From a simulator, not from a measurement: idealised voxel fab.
Proc. module: voxel double patterning
Cross-section cut: width 200 nm, square cells of 5 nm.
Notation: cross-section as square-cell grid; stated in bands, top first, going down; one or more cell rows per band. First you get the band's top height and its bottom height, in nm, and then the materials it's made of, left to right, with each width in nm. If you see a single material with "everywhere", that one covers the band edge to edge. "blank" is empty space. Below 0: as-received wafer, all one material; heights counted from there. Lowest band: no bottom, goes on down, written "0 and below". It should be noted that a width expressed as "30->40" varies in equal increments from row to row of cells within the band, taking the value of the first number at the top row and that of the second number at the bottom row. You'll sometimes find "no alterations made" written for a step, and that's the way of saying that nowhere in the cross-section did a cell change during that step. Entry "Enclosed void entries" = empty spaces >= 8 cells with no open way to the top; each as width x height at distance, distance from left edge, all nm. It should be noted that, on the line of a given step, the content following the step's settings is a remark produced by the simulator itself with respect to that step. You can add "overlay nm" to a step's line. For a step with a mask, it describes how far the mask lay to the right of its planned position, and a negative number describes a lay to the left.

### Set out below are the planned steps of the process
1) RECEIVE, material Si
2) CONFORMAL_DEP, material SiO2, thk nm 10
3) DIRECTIONAL_DEP, material polySi, thk nm 20
4) DIRECTIONAL_DEP, material SiN, thk nm 5
5) MASKED_ETCH, tone open, mask id FIRST, width nm 15, pitch nm 50, etch materials SiN, depth nm 5, overlay nm 0
6) PATTERN, tone open, mask id SECOND, material resist, width nm 15, pitch nm 50, thk nm 15, overlay nm 0
7) DIRECTIONAL_ETCH, etch materials SiN, depth nm 5
8) STRIP, etch materials resist
9) DIRECTIONAL_ETCH, etch materials polySi, depth nm 20
10) STRIP, etch materials SiN

### Cross-section, incoming material, after step 1
  0 and below: Si everywhere
  Enclosed void entries: none

### Cross-section: first of two wafers, module finished, run according to plan
  30 down to 10: polySi (40), blank (15), polySi (10), blank (15), polySi (10), blank (15), polySi (10), blank (15), polySi (10), blank (15), polySi (45)
  10 down to 0: SiO2 everywhere
  0 and below: Si everywhere
  Enclosed void entries: none

### Now the second wafer, cross-sectioned at the end of the module. Nothing different at the start, nothing different in the plan compared with the first, just one mistake when it was actually run
  30 down to 10: polySi (40), blank (20), polySi (5), blank (15), polySi (10), blank (20), polySi (5), blank (15), polySi (10), blank (20), polySi (40)
  10 down to 0: SiO2 everywhere
  0 and below: Si everywhere
  Enclosed void entries: none
Run error: heads up, step 5 didn't go per plan, it actually ran as MASKED_ETCH, tone open, mask id FIRST, width nm 20, pitch nm 50, etch materials SiN, depth nm 5, overlay nm 0
Counted in cells at the end, the second wafer holds more or fewer of these materials than the first: polySi -12
